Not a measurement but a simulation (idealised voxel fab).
You're looking at the process module voxel capacitor over wiring.
Square cell edge 5 nm, section width 280 nm, ID cut.
A cross-section is a grid of square cells, given in bands from the top down. A band is one or more rows of cells.
A band entry consists of two parts. The first gives the height of the band's top and the height of its bottom, in nm. The rest lists the band's materials from left to right, each with its width in nm. A single material labelled with the word "throughout" fills the band from edge to edge, and the word "air" marks empty space.
Beneath 0, the wafer as received is one material, and that level is where height counting begins. The lowest band goes on downward without a bottom; it is written like "top 0, no bottom".
A width such as "30..40" changes by the same amount from each row of cells to the next, from the band's top row to its bottom row.
Where a step carries "remained the same", the cross-section came out of it unchanged, cell for cell.
The entry titled "Closed internal voids" provides the empty spaces that have no open way to the top, restricted to those of 8 cells or more. Each is presented as width x height at distance, the distance being measured from the left edge, with all three in nm.
Formally, on a step line, whatever follows the settings is a remark that the simulator itself makes on the step.
The "overlay nm" setting may appear on a step's line; for a step that uses a mask, it gives how far to the right of its planned position the mask lay, and a negative value indicates the left.
Heads up before you read on: it's before/after pairs around one process step each, after side only down to the lowest band that changed, step plus settings under the pair. Pairs can be from different runs of this module, same starting wafer, so only chain a pair onto the one above if its "Pre-step" entry says so.
Pre-step:
	top 65, bottom 45  90 SiO2 | 5 TiN | 5 Cu | 5 TiN | 175 SiO2
	top 45, bottom 40  90 SiCN | 15 TiN | 175 SiCN
	top 40, bottom 35  75 SiO2 | 30 W | 70 SiO2 | 30 W | 75 SiO2
	top 35, bottom 30  75 SiO2 | 30 TiN | 70 SiO2 | 30 TiN | 75 SiO2
	top 30, bottom 0  SiO2 throughout
	top 0, no bottom  Si throughout
	Closed internal voids: none
As Processed:
	top 75, bottom 65  TiN throughout
	Below a height of 65, the structure has not been altered.
	Closed internal voids: none
What step was run between the cross-section before it and the cross-section after it, both above? DIRECTIONAL_DEP (material TiN; thk nm 10)
Pre-step: The pre-step condition corresponds to the post-step cross-section depicted in the pair directly above.
As Processed:
	top 80, bottom 75  HfO2 throughout
	Below a height of 75, the structure has not been altered.
	Closed internal voids: none
What step was run between the cross-section before it and the cross-section after it, both above? DIRECTIONAL_DEP (material HfO2; thk nm 5)
Pre-step: The pre-step condition corresponds to the post-step cross-section depicted in the pair directly above.
As Processed:
	top 85, bottom 80  TiN throughout
	Below a height of 80, the structure has not been altered.
	Closed internal voids: none
What step was run between the cross-section before it and the cross-section after it, both above? DIRECTIONAL_DEP (material TiN; thk nm 5)
Pre-step: The pre-step condition corresponds to the post-step cross-section depicted in the pair directly above.
As Processed:
	top 100, bottom 85  aC throughout
	Below a height of 85, the structure has not been altered.
	Closed internal voids: none
What step was run between the cross-section before it and the cross-section after it, both above? DIRECTIONAL_DEP (material aC; thk nm 15)
Pre-step: The pre-step condition corresponds to the post-step cross-section depicted in the pair directly above.
As Processed:
	top 130, bottom 100  90 air | 75 resist | 115 air
	Below a height of 100, the structure has not been altered.
	Closed internal voids: none
What step was run between the cross-section before it and the cross-section after it, both above? PATTERN (tone cover; mask id UPPER_PLATE; material resist; width nm 75; thk nm 30; overlay nm 0)
Pre-step: The pre-step condition corresponds to the post-step cross-section depicted in the pair directly above.
As Processed:
	top 115, bottom 100  90 air | 75 resist | 115 air
	top 100, bottom 85  90 air | 75 aC | 115 air
	Below a height of 85, the structure has not been altered.
	Closed internal voids: none
What step was run between the cross-section before it and the cross-section after it, both above? DIRECTIONAL_ETCH (etch materials aC; depth nm 15)
Pre-step: The pre-step condition corresponds to the post-step cross-section depicted in the pair directly above.
As Processed:
	top 100, bottom 85  90 air | 75 aC | 115 air
	Below a height of 85, the structure has not been altered.
	Closed internal voids: none
What step was run between the cross-section before it and the cross-section after it, both above? STRIP (etch materials resist)
Pre-step: The pre-step condition corresponds to the post-step cross-section depicted in the pair directly above.
As Processed:
	top 100, bottom 85  90 air | 75 aC | 115 air
	top 85, bottom 80  90 air | 75 TiN | 115 air
	Below a height of 80, the structure has not been altered.
	Closed internal voids: none
What step was run between the cross-section before it and the cross-section after it, both above? DIRECTIONAL_ETCH (etch materials TiN; depth nm 5)
Pre-step: The pre-step condition corresponds to the post-step cross-section depicted in the pair directly above.
As Processed:
	top 100, bottom 85  90 air | 75 aC | 115 air
	top 85, bottom 80  90 air | 75 TiN | 115 air
	top 80, bottom 75  90 air | 75 HfO2 | 115 air
	Below a height of 75, the structure has not been altered.
	Closed internal voids: none
What step was run between the cross-section before it and the cross-section after it, both above? DIRECTIONAL_ETCH (etch materials HfO2; depth nm 5)
Pre-step: The pre-step condition corresponds to the post-step cross-section depicted in the pair directly above.
As Processed:
	top 85, bottom 80  90 air | 75 TiN | 115 air
	Below a height of 80, the structure has not been altered.
	Closed internal voids: none
What step was run between the cross-section before it and the cross-section after it, both above? STRIP (etch materials aC)
Pre-step: The pre-step condition corresponds to the post-step cross-section depicted in the pair directly above.
As Processed:
	top 85, bottom 80  90 air | 75 TiN | 115 air
	top 80, bottom 75  90 air | 75 HfO2 | 115 air
	top 75, bottom 65  85 air | 85 TiN | 110 air
	Below a height of 65, the structure has not been altered.
	Closed internal voids: none
What step was run between the cross-section before it and the cross-section after it, both above? MASKED_ETCH (tone cover; mask id LOWER_PLATE; width nm 85; etch materials TiN; depth nm 10; overlay nm 0)
Pre-step: The pre-step condition corresponds to the post-step cross-section depicted in the pair directly above.
As Processed:
	top 105, bottom 85  SiO2 throughout
	top 85, bottom 80  90 SiO2 | 75 TiN | 115 SiO2
	top 80, bottom 75  90 SiO2 | 75 HfO2 | 115 SiO2
	top 75, bottom 65  85 SiO2 | 85 TiN | 110 SiO2
	Below a height of 65, the structure has not been altered.
	Closed internal voids: none
What step was run between the cross-section before it and the cross-section after it, both above? FILL_DEP (material SiO2; thk nm 20)
Pre-step: The pre-step condition corresponds to the post-step cross-section depicted in the pair directly above.
As Processed:
	top 100, bottom 85  SiO2 throughout
	Below a height of 85, the structure has not been altered.
	Closed internal voids: none
What step was run between the cross-section before it and the cross-section after it, both above? CMP (height nm 100)
Pre-step: The pre-step condition corresponds to the post-step cross-section depicted in the pair directly above.
As Processed:
	top 115, bottom 100  aC throughout
	Below a height of 100, the structure has not been altered.
	Closed internal voids: none
What step was run between the cross-section before it and the cross-section after it, both above? DIRECTIONAL_DEP (material aC; thk nm 15)
Pre-step: The pre-step condition corresponds to the post-step cross-section depicted in the pair directly above.
As Processed:
	top 150, bottom 115  100 resist | 15 air | 165 resist
	Below a height of 115, the structure has not been altered.
	Closed internal voids: none
What step was run between the cross-section before it and the cross-section after it, both above? PATTERN (tone open; mask id PLUG_2; material resist; width nm 15; thk nm 35; overlay nm 0)
Pre-step: The pre-step condition corresponds to the post-step cross-section depicted in the pair directly above.
As Processed:
	top 135, bottom 115  100 resist | 15 air | 165 resist
	top 115, bottom 100  100 aC | 15 air | 165 aC
	Below a height of 100, the structure has not been altered.
	Closed internal voids: none
What step was run between the cross-section before it and the cross-section after it, both above? DIRECTIONAL_ETCH (etch materials aC; depth nm 15)
Pre-step: The pre-step condition corresponds to the post-step cross-section depicted in the pair directly above.
As Processed:
	top 115, bottom 100  100 aC | 15 air | 165 aC
	Below a height of 100, the structure has not been altered.
	Closed internal voids: none
What step was run between the cross-section before it and the cross-section after it, both above? STRIP (etch materials resist)
Pre-step: The pre-step condition corresponds to the post-step cross-section depicted in the pair directly above.
As Processed:
	top 115, bottom 100  100 aC | 15 air | 165 aC
	top 100, bottom 85  100 SiO2 | 15 air | 165 SiO2
	Below a height of 85, the structure has not been altered.
	Closed internal voids: none
What step was run between the cross-section before it and the cross-section after it, both above? DIRECTIONAL_ETCH (etch materials SiO2; depth nm 15)
Pre-step: The pre-step condition corresponds to the post-step cross-section depicted in the pair directly above.
As Processed:
	top 100, bottom 85  100 SiO2 | 15 air | 165 SiO2
	Below a height of 85, the structure has not been altered.
	Closed internal voids: none
What step was run between the cross-section before it and the cross-section after it, both above? STRIP (etch materials aC)
Pre-step: The pre-step condition corresponds to the post-step cross-section depicted in the pair directly above.
As Processed:
	top 105, bottom 100  105 TiN | 5 air | 170 TiN
	top 100, bottom 90  100 SiO2 | 5 TiN | 5 air | 5 TiN | 165 SiO2
	top 90, bottom 80  100..90 SiO2 | 15..75 TiN | 165..115 SiO2
	Below a height of 80, the structure has not been altered.
	Closed internal voids: none
What step was run between the cross-section before it and the cross-section after it, both above? CONFORMAL_DEP (material TiN; thk nm 5)
Pre-step: The pre-step condition corresponds to the post-step cross-section depicted in the pair directly above.
As Processed:
	top 115, bottom 105  Ru throughout
	top 105, bottom 100  105 TiN | 5 Ru | 170 TiN
	top 100, bottom 90  100 SiO2 | 5 TiN | 5 Ru | 5 TiN | 165 SiO2
	Below a height of 90, the structure has not been altered.
	Closed internal voids: none
What step was run between the cross-section before it and the cross-section after it, both above? FILL_DEP (material Ru; thk nm 10)
Pre-step: The pre-step condition corresponds to the post-step cross-section depicted in the pair directly above.
As Processed:
	top 100, bottom 90  100 SiO2 | 5 TiN | 5 Ru | 5 TiN | 165 SiO2
	Below a height of 90, the structure has not been altered.
	Closed internal voids: none
What step was run between the cross-section before it and the cross-section after it, both above? CMP (height nm 100)
Pre-step: The pre-step condition corresponds to the post-step cross-section depicted in the pair directly above.
As Processed:
	top 105, bottom 100  SiCN throughout
	Below a height of 100, the structure has not been altered.
	Closed internal voids: none
What step was run between the cross-section before it and the cross-section after it, both above? CONFORMAL_DEP (material SiCN; thk nm 5)
Pre-step:
	top 75, bottom 65  TiN throughout
	top 65, bottom 45  90 SiO2 | 5 TiN | 5 Cu | 5 TiN | 175 SiO2
	top 45, bottom 40  90 SiCN | 15 TiN | 175 SiCN
	top 40, bottom 20  75 SiO2 | 30 W | 70 SiO2 | 30 W | 75 SiO2
	top 20, bottom 15  75 SiO2 | 30 TiN | 70 SiO2 | 30 TiN | 75 SiO2
	top 15, bottom 0  SiO2 throughout
	top 0, no bottom  Si throughout
	Closed internal voids: none
As Processed:
	top 80, bottom 65  TiN throughout
	Below a height of 65, the structure has not been altered.
	Closed internal voids: none
What step was run between the cross-section before it and the cross-section after it, both above? DIRECTIONAL_DEP (material TiN; thk nm 5)
Pre-step: The pre-step condition corresponds to the post-step cross-section depicted in the pair directly above.
As Processed:
	top 85, bottom 80  HfO2 throughout
	Below a height of 80, the structure has not been altered.
	Closed internal voids: none
What step was run between the cross-section before it and the cross-section after it, both above? DIRECTIONAL_DEP (material HfO2; thk nm 5)
Pre-step: The pre-step condition corresponds to the post-step cross-section depicted in the pair directly above.
As Processed:
	top 100, bottom 85  aC throughout
	Below a height of 85, the structure has not been altered.
	Closed internal voids: none
What step was run between the cross-section before it and the cross-section after it, both above? DIRECTIONAL_DEP (material aC; thk nm 15)
Pre-step: The pre-step condition corresponds to the post-step cross-section depicted in the pair directly above.
As Processed:
	top 130, bottom 100  90 air | 75 resist | 115 air
	Below a height of 100, the structure has not been altered.
	Closed internal voids: none
What step was run between the cross-section before it and the cross-section after it, both above? PATTERN (tone cover; mask id UPPER_PLATE; material resist; width nm 75; thk nm 30; overlay nm 0)
Pre-step: The pre-step condition corresponds to the post-step cross-section depicted in the pair directly above.
As Processed:
	top 115, bottom 100  90 air | 75 resist | 115 air
	top 100, bottom 85  90 air | 75 aC | 115 air
	Below a height of 85, the structure has not been altered.
	Closed internal voids: none
What step was run between the cross-section before it and the cross-section after it, both above? DIRECTIONAL_ETCH (etch materials aC; depth nm 15)
Pre-step: The pre-step condition corresponds to the post-step cross-section depicted in the pair directly above.
As Processed:
	top 100, bottom 85  90 air | 75 aC | 115 air
	Below a height of 85, the structure has not been altered.
	Closed internal voids: none
What step was run between the cross-section before it and the cross-section after it, both above? STRIP (etch materials resist)
Pre-step: The pre-step condition corresponds to the post-step cross-section depicted in the pair directly above.
As Processed:
	top 100, bottom 85  90 air | 75 aC | 115 air
	top 85, bottom 80  90 air | 75 HfO2 | 115 air
	Below a height of 80, the structure has not been altered.
	Closed internal voids: none
What step was run between the cross-section before it and the cross-section after it, both above? DIRECTIONAL_ETCH (etch materials HfO2; depth nm 5)
Pre-step: The pre-step condition corresponds to the post-step cross-section depicted in the pair directly above.
As Processed:
	top 85, bottom 80  90 air | 75 HfO2 | 115 air
	Below a height of 80, the structure has not been altered.
	Closed internal voids: none
What step was run between the cross-section before it and the cross-section after it, both above? STRIP (etch materials aC)
Pre-step: The pre-step condition corresponds to the post-step cross-section depicted in the pair directly above.
As Processed:
	top 85, bottom 80  90 air | 75 HfO2 | 115 air
	top 80, bottom 70  85 air | 85 TiN | 110 air
	Below a height of 70, the structure has not been altered.
	Closed internal voids: none
What step was run between the cross-section before it and the cross-section after it, both above? MASKED_ETCH (tone cover; mask id LOWER_PLATE; width nm 85; etch materials TiN; depth nm 10; overlay nm 0)
Pre-step: The pre-step condition corresponds to the post-step cross-section depicted in the pair directly above.
As Processed:
	top 105, bottom 85  SiO2 throughout
	top 85, bottom 80  90 SiO2 | 75 HfO2 | 115 SiO2
	top 80, bottom 70  85 SiO2 | 85 TiN | 110 SiO2
	Below a height of 70, the structure has not been altered.
	Closed internal voids: none
What step was run between the cross-section before it and the cross-section after it, both above? FILL_DEP (material SiO2; thk nm 20)
Pre-step: The pre-step condition corresponds to the post-step cross-section depicted in the pair directly above.
As Processed:
	top 100, bottom 85  SiO2 throughout
	Below a height of 85, the structure has not been altered.
	Closed internal voids: none
What step was run between the cross-section before it and the cross-section after it, both above? CMP (height nm 100)
Pre-step: The pre-step condition corresponds to the post-step cross-section depicted in the pair directly above.
As Processed:
	top 115, bottom 100  aC throughout
	Below a height of 100, the structure has not been altered.
	Closed internal voids: none
What step was run between the cross-section before it and the cross-section after it, both above? DIRECTIONAL_DEP (material aC; thk nm 15)
Pre-step: The pre-step condition corresponds to the post-step cross-section depicted in the pair directly above.
As Processed:
	top 150, bottom 115  100 resist | 15 air | 165 resist
	Below a height of 115, the structure has not been altered.
	Closed internal voids: none
What step was run between the cross-section before it and the cross-section after it, both above? PATTERN (tone open; mask id PLUG_2; material resist; width nm 15; thk nm 35; overlay nm 0)
Pre-step: The pre-step condition corresponds to the post-step cross-section depicted in the pair directly above.
As Processed:
	top 135, bottom 115  100 resist | 15 air | 165 resist
	top 115, bottom 100  100 aC | 15 air | 165 aC
	Below a height of 100, the structure has not been altered.
	Closed internal voids: none
What step was run between the cross-section before it and the cross-section after it, both above? DIRECTIONAL_ETCH (etch materials aC; depth nm 15)
Pre-step: The pre-step condition corresponds to the post-step cross-section depicted in the pair directly above.
As Processed:
	top 115, bottom 100  100 aC | 15 air | 165 aC
	Below a height of 100, the structure has not been altered.
	Closed internal voids: none
What step was run between the cross-section before it and the cross-section after it, both above? STRIP (etch materials resist)
Pre-step: The pre-step condition corresponds to the post-step cross-section depicted in the pair directly above.
As Processed:
	top 115, bottom 100  100 aC | 15 air | 165 aC
	top 100, bottom 85  100 SiO2 | 15 air | 165 SiO2
	Below a height of 85, the structure has not been altered.
	Closed internal voids: none
What step was run between the cross-section before it and the cross-section after it, both above? DIRECTIONAL_ETCH (etch materials SiO2; depth nm 15)
Pre-step: The pre-step condition corresponds to the post-step cross-section depicted in the pair directly above.
As Processed:
	top 100, bottom 85  100 SiO2 | 15 air | 165 SiO2
	Below a height of 85, the structure has not been altered.
	Closed internal voids: none
What step was run between the cross-section before it and the cross-section after it, both above? STRIP (etch materials aC)
Pre-step: The pre-step condition corresponds to the post-step cross-section depicted in the pair directly above.
As Processed:
	top 105, bottom 100  105 TiN | 5 air | 170 TiN
	top 100, bottom 90  100 SiO2 | 5 TiN | 5 air | 5 TiN | 165 SiO2
	top 90, bottom 85  100 SiO2 | 15 TiN | 165 SiO2
	Below a height of 85, the structure has not been altered.
	Closed internal voids: none
What step was run between the cross-section before it and the cross-section after it, both above? CONFORMAL_DEP (material TiN; thk nm 5)
Pre-step: The pre-step condition corresponds to the post-step cross-section depicted in the pair directly above.
As Processed:
	top 115, bottom 105  Ru throughout
	top 105, bottom 100  105 TiN | 5 Ru | 170 TiN
	top 100, bottom 90  100 SiO2 | 5 TiN | 5 Ru | 5 TiN | 165 SiO2
	Below a height of 90, the structure has not been altered.
	Closed internal voids: none
What step was run between the cross-section before it and the cross-section after it, both above? FILL_DEP (material Ru; thk nm 10)
Pre-step: The pre-step condition corresponds to the post-step cross-section depicted in the pair directly above.
As Processed:
	top 100, bottom 90  100 SiO2 | 5 TiN | 5 Ru | 5 TiN | 165 SiO2
	Below a height of 90, the structure has not been altered.
	Closed internal voids: none
What step was run between the cross-section before it and the cross-section after it, both above? CMP (height nm 100)
Pre-step: The pre-step condition corresponds to the post-step cross-section depicted in the pair directly above.
As Processed:
	top 105, bottom 100  SiCN throughout
	Below a height of 100, the structure has not been altered.
	Closed internal voids: none
What step was run between the cross-section before it and the cross-section after it, both above? CONFORMAL_DEP (material SiCN; thk nm 5)
Pre-step:
	top 105, bottom 85  SiO2 throughout
	top 85, bottom 80  90 SiO2 | 75 TiN | 115 SiO2
	top 80, bottom 75  90 SiO2 | 75 HfO2 | 115 SiO2
	top 75, bottom 65  85 SiO2 | 85 TiN | 110 SiO2
	top 65, bottom 45  90 SiO2 | 5 TiN | 5 Cu | 5 TiN | 175 SiO2
	top 45, bottom 40  90 SiCN | 15 TiN | 175 SiCN
	top 40, bottom 20  75 SiO2 | 30 W | 70 SiO2 | 30 W | 75 SiO2
	top 20, bottom 15  75 SiO2 | 30 TiN | 70 SiO2 | 30 TiN | 75 SiO2
	top 15, bottom 0  SiO2 throughout
	top 0, no bottom  Si throughout
	Closed internal voids: none
As Processed:
	top 90, bottom 85  SiO2 throughout
	Below a height of 85, the structure has not been altered.
	Closed internal voids: none
What step was run between the cross-section before it and the cross-section after it, both above? CMP (height nm 90)
Pre-step: The pre-step condition corresponds to the post-step cross-section depicted in the pair directly above.
As Processed:
	top 105, bottom 90  aC throughout
	Below a height of 90, the structure has not been altered.
	Closed internal voids: none
What step was run between the cross-section before it and the cross-section after it, both above? DIRECTIONAL_DEP (material aC; thk nm 15)
Pre-step: The pre-step condition corresponds to the post-step cross-section depicted in the pair directly above.
As Processed:
	top 140, bottom 105  100 resist | 15 air | 165 resist
	Below a height of 105, the structure has not been altered.
	Closed internal voids: none
What step was run between the cross-section before it and the cross-section after it, both above? PATTERN (tone open; mask id PLUG_2; material resist; width nm 15; thk nm 35; overlay nm 0)
Pre-step: The pre-step condition corresponds to the post-step cross-section depicted in the pair directly above.
As Processed:
	top 125, bottom 105  100 resist | 15 air | 165 resist
	top 105, bottom 90  100 aC | 15 air | 165 aC
	Below a height of 90, the structure has not been altered.
	Closed internal voids: none
What step was run between the cross-section before it and the cross-section after it, both above? DIRECTIONAL_ETCH (etch materials aC; depth nm 15)
Pre-step: The pre-step condition corresponds to the post-step cross-section depicted in the pair directly above.
As Processed:
	top 105, bottom 90  100 aC | 15 air | 165 aC
	Below a height of 90, the structure has not been altered.
	Closed internal voids: none
What step was run between the cross-section before it and the cross-section after it, both above? STRIP (etch materials resist)
Pre-step: The pre-step condition corresponds to the post-step cross-section depicted in the pair directly above.
As Processed:
	top 105, bottom 90  100 aC | 15 air | 165 aC
	top 90, bottom 85  100 SiO2 | 15 air | 165 SiO2
	Below a height of 85, the structure has not been altered.
	Closed internal voids: none
What step was run between the cross-section before it and the cross-section after it, both above? DIRECTIONAL_ETCH (etch materials SiO2; depth nm 15)
Pre-step: The pre-step condition corresponds to the post-step cross-section depicted in the pair directly above.
As Processed:
	top 90, bottom 85  100 SiO2 | 15 air | 165 SiO2
	Below a height of 85, the structure has not been altered.
	Closed internal voids: none
What step was run between the cross-section before it and the cross-section after it, both above? STRIP (etch materials aC)
Pre-step: The pre-step condition corresponds to the post-step cross-section depicted in the pair directly above.
As Processed:
	top 95, bottom 90  105 TiN | 5 air | 170 TiN
	top 90, bottom 80  100..90 SiO2 | 15..75 TiN | 165..115 SiO2
	Below a height of 80, the structure has not been altered.
	Closed internal voids: none
What step was run between the cross-section before it and the cross-section after it, both above? CONFORMAL_DEP (material TiN; thk nm 5)
Pre-step: The pre-step condition corresponds to the post-step cross-section depicted in the pair directly above.
As Processed:
	top 105, bottom 95  Ru throughout
	top 95, bottom 90  105 TiN | 5 Ru | 170 TiN
	Below a height of 90, the structure has not been altered.
	Closed internal voids: none
What step was run between the cross-section before it and the cross-section after it, both above? FILL_DEP (material Ru; thk nm 10)
Pre-step: The pre-step condition corresponds to the post-step cross-section depicted in the pair directly above.
As Processed:
	top 100, bottom 95  Ru throughout
	Below a height of 95, the structure has not been altered.
	Closed internal voids: none
What step was run between the cross-section before it and the cross-section after it, both above? CMP (height nm 100)
Pre-step: The pre-step condition corresponds to the post-step cross-section depicted in the pair directly above.
As Processed:
	top 105, bottom 100  SiCN throughout
	Below a height of 100, the structure has not been altered.
	Closed internal voids: none
What step was run between the cross-section before it and the cross-section after it, both above? CONFORMAL_DEP (material SiCN; thk nm 5)
Pre-step:
	top 50, bottom 40  aC throughout
	top 40, bottom 20  W throughout
	top 20, bottom 15  TiN throughout
	top 15, bottom 0  SiO2 throughout
	top 0, no bottom  Si throughout
	Closed internal voids: none
As Processed:
	top 80, bottom 50  75 air | 35 resist | 65 air | 35 resist | 70 air
	Below a height of 50, the structure has not been altered.
	Closed internal voids: none
What step was run between the cross-section before it and the cross-section after it, both above? PATTERN (tone cover; mask id METAL_1; material resist; width nm 35; pitch nm 100; thk nm 30; overlay nm 0)
Pre-step: The pre-step condition corresponds to the post-step cross-section depicted in the pair directly above.
As Processed:
	top 70, bottom 50  75 air | 35 resist | 65 air | 35 resist | 70 air
	top 50, bottom 40  75 air | 35 aC | 65 air | 35 aC | 70 air
	Below a height of 40, the structure has not been altered.
	Closed internal voids: none
What step was run between the cross-section before it and the cross-section after it, both above? DIRECTIONAL_ETCH (etch materials aC; depth nm 10)
Pre-step: The pre-step condition corresponds to the post-step cross-section depicted in the pair directly above.
As Processed:
	top 50, bottom 40  75 air | 35 aC | 65 air | 35 aC | 70 air
	Below a height of 40, the structure has not been altered.
	Closed internal voids: none
What step was run between the cross-section before it and the cross-section after it, both above? STRIP (etch materials resist)
Pre-step: The pre-step condition corresponds to the post-step cross-section depicted in the pair directly above.
As Processed:
	top 50, bottom 40  75 air | 35 aC | 65 air | 35 aC | 70 air
	top 40, bottom 20  75 air | 35 W | 65 air | 35 W | 70 air
	Below a height of 20, the structure has not been altered.
	Closed internal voids: none
What step was run between the cross-section before it and the cross-section after it, both above? DIRECTIONAL_ETCH (etch materials W; depth nm 20)
Pre-step: The pre-step condition corresponds to the post-step cross-section depicted in the pair directly above.
As Processed:
	top 50, bottom 40  75 air | 35 aC | 65 air | 35 aC | 70 air
	top 40, bottom 20  75 air | 35 W | 65 air | 35 W | 70 air
	top 20, bottom 15  75 air | 35 TiN | 65 air | 35 TiN | 70 air
	Below a height of 15, the structure has not been altered.
	Closed internal voids: none
What step was run between the cross-section before it and the cross-section after it, both above? DIRECTIONAL_ETCH (etch materials TiN; depth nm 5)
Pre-step: The pre-step condition corresponds to the post-step cross-section depicted in the pair directly above.
As Processed:
	top 40, bottom 20  75 air | 35 W | 65 air | 35 W | 70 air
	Below a height of 20, the structure has not been altered.
	Closed internal voids: none
What step was run between the cross-section before it and the cross-section after it, both above? STRIP (etch materials aC)
Pre-step: The pre-step condition corresponds to the post-step cross-section depicted in the pair directly above.
As Processed:
	top 45, bottom 40  SiO2 throughout
	top 40, bottom 20  75 SiO2 | 35 W | 65 SiO2 | 35 W | 70 SiO2
	top 20, bottom 15  75 SiO2 | 35 TiN | 65 SiO2 | 35 TiN | 70 SiO2
	Below a height of 15, the structure has not been altered.
	Closed internal voids: none
What step was run between the cross-section before it and the cross-section after it, both above? FILL_DEP (material SiO2; thk nm 5)
Pre-step: The pre-step condition corresponds to the post-step cross-section depicted in the pair directly above.
As Processed:
	top 40, bottom 20  75 SiO2 | 35 W | 65 SiO2 | 35 W | 70 SiO2
	Below a height of 20, the structure has not been altered.
	Closed internal voids: none
What step was run between the cross-section before it and the cross-section after it, both above? CMP (height nm 40)
Pre-step: The pre-step condition corresponds to the post-step cross-section depicted in the pair directly above.
As Processed:
	top 45, bottom 40  SiCN throughout
	Below a height of 40, the structure has not been altered.
	Closed internal voids: none
What step was run between the cross-section before it and the cross-section after it, both above? CONFORMAL_DEP (material SiCN; thk nm 5)
Pre-step: The pre-step condition corresponds to the post-step cross-section depicted in the pair directly above.
As Processed:
	top 65, bottom 45  SiO2 throughout
	Below a height of 45, the structure has not been altered.
	Closed internal voids: none
What step was run between the cross-section before it and the cross-section after it, both above? DIRECTIONAL_DEP (material SiO2; thk nm 20)
Pre-step: The pre-step condition corresponds to the post-step cross-section depicted in the pair directly above.
As Processed:
	top 80, bottom 65  90 resist | 15 air | 175 resist
	Below a height of 65, the structure has not been altered.
	Closed internal voids: none
What step was run between the cross-section before it and the cross-section after it, both above? PATTERN (tone open; mask id PLUG_1; material resist; width nm 15; thk nm 15; overlay nm 0)
Pre-step: The pre-step condition corresponds to the post-step cross-section depicted in the pair directly above.
As Processed:
	top 80, bottom 65  90 resist | 15 air | 175 resist
	top 65, bottom 45  90 SiO2 | 15 air | 175 SiO2
	Below a height of 45, the structure has not been altered.
	Closed internal voids: none
What step was run between the cross-section before it and the cross-section after it, both above? DIRECTIONAL_ETCH (etch materials SiO2; depth nm 20)
Pre-step: The pre-step condition corresponds to the post-step cross-section depicted in the pair directly above.
As Processed:
	top 80, bottom 65  90 resist | 15 air | 175 resist
	top 65, bottom 45  90 SiO2 | 15 air | 175 SiO2
	top 45, bottom 40  90 SiCN | 15 air | 175 SiCN
	Below a height of 40, the structure has not been altered.
	Closed internal voids: none
What step was run between the cross-section before it and the cross-section after it, both above? DIRECTIONAL_ETCH (etch materials SiCN; depth nm 5)
Pre-step: The pre-step condition corresponds to the post-step cross-section depicted in the pair directly above.
As Processed:
	top 65, bottom 45  90 SiO2 | 15 air | 175 SiO2
	Below a height of 45, the structure has not been altered.
	Closed internal voids: none
What step was run between the cross-section before it and the cross-section after it, both above? STRIP (etch materials resist)
Pre-step: The pre-step condition corresponds to the post-step cross-section depicted in the pair directly above.
As Processed:
	top 70, bottom 65  95 TiN | 5 air | 180 TiN
	top 65, bottom 45  90 SiO2 | 5 TiN | 5 air | 5 TiN | 175 SiO2
	top 45, bottom 40  90 SiCN | 15 TiN | 175 SiCN
	Below a height of 40, the structure has not been altered.
	Closed internal voids: none
What step was run between the cross-section before it and the cross-section after it, both above? CONFORMAL_DEP (material TiN; thk nm 5)
Pre-step: The pre-step condition corresponds to the post-step cross-section depicted in the pair directly above.
As Processed:
	top 75, bottom 70  Cu throughout
	top 70, bottom 65  95 TiN | 5 Cu | 180 TiN
	top 65, bottom 45  90 SiO2 | 5 TiN | 5 Cu | 5 TiN | 175 SiO2
	Below a height of 45, the structure has not been altered.
	Closed internal voids: none
What step was run between the cross-section before it and the cross-section after it, both above? FILL_DEP (material Cu; thk nm 5)
Pre-step: The pre-step condition corresponds to the post-step cross-section depicted in the pair directly above.
As Processed:
	top 65, bottom 45  90 SiO2 | 5 TiN | 5 Cu | 5 TiN | 175 SiO2
	Below a height of 45, the structure has not been altered.
	Closed internal voids: none
What step was run between the cross-section before it and the cross-section after it, both above? CMP (height nm 65)
Pre-step: The pre-step condition corresponds to the post-step cross-section depicted in the pair directly above.
As Processed:
	top 75, bottom 65  TiN throughout
	Below a height of 65, the structure has not been altered.
	Closed internal voids: none
What step was run between the cross-section before it and the cross-section after it, both above? DIRECTIONAL_DEP (material TiN; thk nm 10)
Pre-step: The pre-step condition corresponds to the post-step cross-section depicted in the pair directly above.
As Processed:
	top 80, bottom 75  HfO2 throughout
	Below a height of 75, the structure has not been altered.
	Closed internal voids: none
What step was run between the cross-section before it and the cross-section after it, both above? DIRECTIONAL_DEP (material HfO2; thk nm 5)
Pre-step: The pre-step condition corresponds to the post-step cross-section depicted in the pair directly above.
As Processed:
	top 85, bottom 80  TiN throughout
	Below a height of 80, the structure has not been altered.
	Closed internal voids: none
What step was run between the cross-section before it and the cross-section after it, both above? DIRECTIONAL_DEP (material TiN; thk nm 5)
Pre-step: The pre-step condition corresponds to the post-step cross-section depicted in the pair directly above.
As Processed:
	top 100, bottom 85  aC throughout
	Below a height of 85, the structure has not been altered.
	Closed internal voids: none
What step was run between the cross-section before it and the cross-section after it, both above? DIRECTIONAL_DEP (material aC; thk nm 15)
Pre-step: The pre-step condition corresponds to the post-step cross-section depicted in the pair directly above.
As Processed:
	top 130, bottom 100  90 air | 75 resist | 115 air
	Below a height of 100, the structure has not been altered.
	Closed internal voids: none
What step was run between the cross-section before it and the cross-section after it, both above? PATTERN (tone cover; mask id UPPER_PLATE; material resist; width nm 75; thk nm 30; overlay nm 0)
Pre-step: The pre-step condition corresponds to the post-step cross-section depicted in the pair directly above.
As Processed:
	top 115, bottom 100  90 air | 75 resist | 115 air
	top 100, bottom 85  90 air | 75 aC | 115 air
	Below a height of 85, the structure has not been altered.
	Closed internal voids: none
What step was run between the cross-section before it and the cross-section after it, both above? DIRECTIONAL_ETCH (etch materials aC; depth nm 15)
Pre-step: The pre-step condition corresponds to the post-step cross-section depicted in the pair directly above.
As Processed:
	top 100, bottom 85  90 air | 75 aC | 115 air
	Below a height of 85, the structure has not been altered.
	Closed internal voids: none
What step was run between the cross-section before it and the cross-section after it, both above? STRIP (etch materials resist)
Pre-step: The pre-step condition corresponds to the post-step cross-section depicted in the pair directly above.
As Processed:
	top 100, bottom 85  90 air | 75 aC | 115 air
	top 85, bottom 80  90 air | 75 TiN | 115 air
	Below a height of 80, the structure has not been altered.
	Closed internal voids: none
What step was run between the cross-section before it and the cross-section after it, both above? DIRECTIONAL_ETCH (etch materials TiN; depth nm 5)
Pre-step: The pre-step condition corresponds to the post-step cross-section depicted in the pair directly above.
As Processed:
	top 100, bottom 85  90 air | 75 aC | 115 air
	top 85, bottom 80  90 air | 75 TiN | 115 air
	top 80, bottom 75  90 air | 75 HfO2 | 115 air
	Below a height of 75, the structure has not been altered.
	Closed internal voids: none
What step was run between the cross-section before it and the cross-section after it, both above? DIRECTIONAL_ETCH (etch materials HfO2; depth nm 5)
Pre-step: The pre-step condition corresponds to the post-step cross-section depicted in the pair directly above.
As Processed:
	top 85, bottom 80  90 air | 75 TiN | 115 air
	Below a height of 80, the structure has not been altered.
	Closed internal voids: none
What step was run between the cross-section before it and the cross-section after it, both above? STRIP (etch materials aC)
